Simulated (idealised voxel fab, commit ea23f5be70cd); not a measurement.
The process module that follows is named voxel trench capacitor.
FYI the section here is cut, 265 nm wide, cells are 5 nm squares.
If you're reading a cross-section in this doc, picture square cells in a grid; it comes to you as bands, top ones listed first down to the bottom, and a band can be one or more rows of cells. Top, bottom (nm), then materials left to right with widths (nm); lone material tagged "all across" fills the whole band edge to edge; "empty" = empty space. The level at which height equals 0 is the one under which the wafer, as it arrives, is entirely one material. No lower edge exists for the bottom band, which continues downward and is notated as in "0 -> down". It should be noted that a width expressed as "30..40" varies in equal increments from row to row of cells within the band, taking the value of the first number at the top row and that of the second number at the bottom row. "left unchanged" after a step means that no cell of the cross-section changed. What "Closed internal voids" gives you is every empty space of 8 cells or more that is cut off from the top. Each appears as width x height at distance, with the distance taken from the left edge and width, height and distance all in nm. Heads up: the bit after the settings on a step's line is the simulator's remark on that step. The optional step-line setting "overlay nm" applies to steps with a mask and quantifies how far to the right of its planned location the mask lay, a negative value indicating leftward placement.

[Intended process steps]
1: op RECEIVE | material Si
2: op CONFORMAL_DEP | material SiN | thk nm 10
3: op PATTERN | tone open | mask id TRENCH | material resist | width nm 30 | pitch nm 45 | thk nm 15 | overlay nm 0
4: op DIRECTIONAL_ETCH | etch materials SiN | depth nm 10
5: op DIRECTIONAL_ETCH | etch materials Si | depth nm 40
6: op STRIP | etch materials resist
7: op CONFORMAL_DEP | material HfO2 | thk nm 5
8: op CONFORMAL_DEP | material TiN | thk nm 5
9: op FILL_DEP | material W | thk nm 5
10: op CMP | height nm 10

[Received-state cross-section, reflecting completion of step 1]
* 0 -> down  Si all across
* Closed internal voids: none

[First of two wafers: cross-section at end of module, run per plan]
* 10 -> 0  SiN=70  HfO2=5  TiN=5  W=10  TiN=5  HfO2=5  SiN=15  HfO2=5  TiN=5  W=10  TiN=5  HfO2=5  SiN=15  HfO2=5  TiN=5  W=10  TiN=5  HfO2=5  SiN=75
* 0 -> -30  Si=70  HfO2=5  TiN=5  W=10  TiN=5  HfO2=5  Si=15  HfO2=5  TiN=5  W=10  TiN=5  HfO2=5  Si=15  HfO2=5  TiN=5  W=10  TiN=5  HfO2=5  Si=75
* -30 -> -35  Si=70  HfO2=5  TiN=20  HfO2=5  Si=15  HfO2=5  TiN=20  HfO2=5  Si=15  HfO2=5  TiN=20  HfO2=5  Si=75
* -35 -> -40  Si=70  HfO2=30  Si=15  HfO2=30  Si=15  HfO2=30  Si=75
* -40 -> down  Si all across
* Closed internal voids: none

[Wafer two, end of module, cross-section. Same start, same plan as wafer one. One mistake in the run]
* 10 -> 0  SiN=75  HfO2=5  TiN=5  W=5  TiN=5  HfO2=5  SiN=20  HfO2=5  TiN=5  W=5  TiN=5  HfO2=5  SiN=20  HfO2=5  TiN=5  W=5  TiN=5  HfO2=5  SiN=75
* 0 -> -30  Si=75  HfO2=5  TiN=5  W=5  TiN=5  HfO2=5  Si=20  HfO2=5  TiN=5  W=5  TiN=5  HfO2=5  Si=20  HfO2=5  TiN=5  W=5  TiN=5  HfO2=5  Si=75
* -30 -> -35  Si=75  HfO2=5  TiN=15  HfO2=5  Si=20  HfO2=5  TiN=15  HfO2=5  Si=20  HfO2=5  TiN=15  HfO2=5  Si=75
* -35 -> -40  Si=75  HfO2=25  Si=20  HfO2=25  Si=20  HfO2=25  Si=75
* -40 -> down  Si all across
* Closed internal voids: none
Diagnosis: step 3 changed vs plan, executed as op PATTERN | tone open | mask id TRENCH | material resist | width nm 25 | pitch nm 45 | thk nm 15 | overlay nm 0
The final cell counts differ between the wafers, with the second having more or fewer of some materials than the first: -3 HfO2, +24 Si, +6 SiN, -3 TiN, -24 W
